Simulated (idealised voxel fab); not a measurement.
process module | voxel spacer lines
cross-section cut | 280 nm wide | cells 5 nm
A cross-section is a grid of square cells, given in bands from the top down. A band is one or more rows of cells.
Each band's line starts with the height of the band's top and of its bottom, in nm. Then come its materials from left to right, each with its width in nm. One material with "throughout" fills the band from edge to edge. "air" is empty space.
Height 0 is the level under which the wafer as received is all one material. The lowest band goes on downwards, as in "0 down".
A width such as "30 to 40" changes by the same amount from each row of cells to the next, from the band's top row to its bottom row.
"no change" after a step means that no cell of the cross-section changed.
closed voids: empty space of 8 cells or more with no open way to the top, each as width x height at its distance from the left edge, in nm
after a step's settings: what the simulator itself notes on the step
overlay nm, on a step with a mask: how far to the right of its planned place the mask lay; to the left if negative
plan
1 op RECEIVE | material Si
2 op CONFORMAL_DEP | material Al2O3 | thk nm 10
3 op DIRECTIONAL_DEP | material W | thk nm 10
4 op DIRECTIONAL_DEP | material polySi | thk nm 20
5 op PATTERN | tone cover | mask id MANDREL | material resist | width nm 15 | pitch nm 50 | thk nm 25 | overlay nm 0
6 op DIRECTIONAL_ETCH | etch materials polySi | depth nm 20
7 op STRIP | etch materials resist
8 op CONFORMAL_DEP | material SiO2 | thk nm 10
9 op DIRECTIONAL_ETCH | etch materials SiO2 | depth nm 10
10 op STRIP | etch materials polySi
11 op DIRECTIONAL_ETCH | etch materials W | depth nm 10
12 op STRIP | etch materials SiO2
13 op FILL_DEP | material lowk | thk nm 5
14 op CMP | height nm 20
varied across the wafers: width nm of step 5. The plan shows the first wafer's value. All wafers start alike
first wafer as received, after step 1
  0 down: Si throughout
  closed voids: none
first wafer at the end, after step 14
  20 to 10: lowk 95 | W 10 | lowk 15 | W 10 | lowk 15 | W 10 | lowk 15 | W 10 | lowk 100
  10 to 0: Al2O3 throughout
  0 down: Si throughout
  closed voids: none
last wafer at the end
  20 to 10: lowk 90 | W 10 | lowk 30 | W 20 | lowk 30 | W 10 | lowk 90
  10 to 0: Al2O3 throughout
  0 down: Si throughout
  closed voids: none
each wafer at the end: cells of each material gained (+) or lost (-) since it was received, then its closed voids
width nm 15 | +112 Al2O3 | +16 W | +96 lowk | closed voids: none
width nm 20 | +112 Al2O3 | +16 W | +96 lowk | closed voids: none
width nm 25 | +112 Al2O3 | +16 W | +96 lowk | closed voids: none
width nm 30 | +112 Al2O3 | +16 W | +96 lowk | closed voids: none
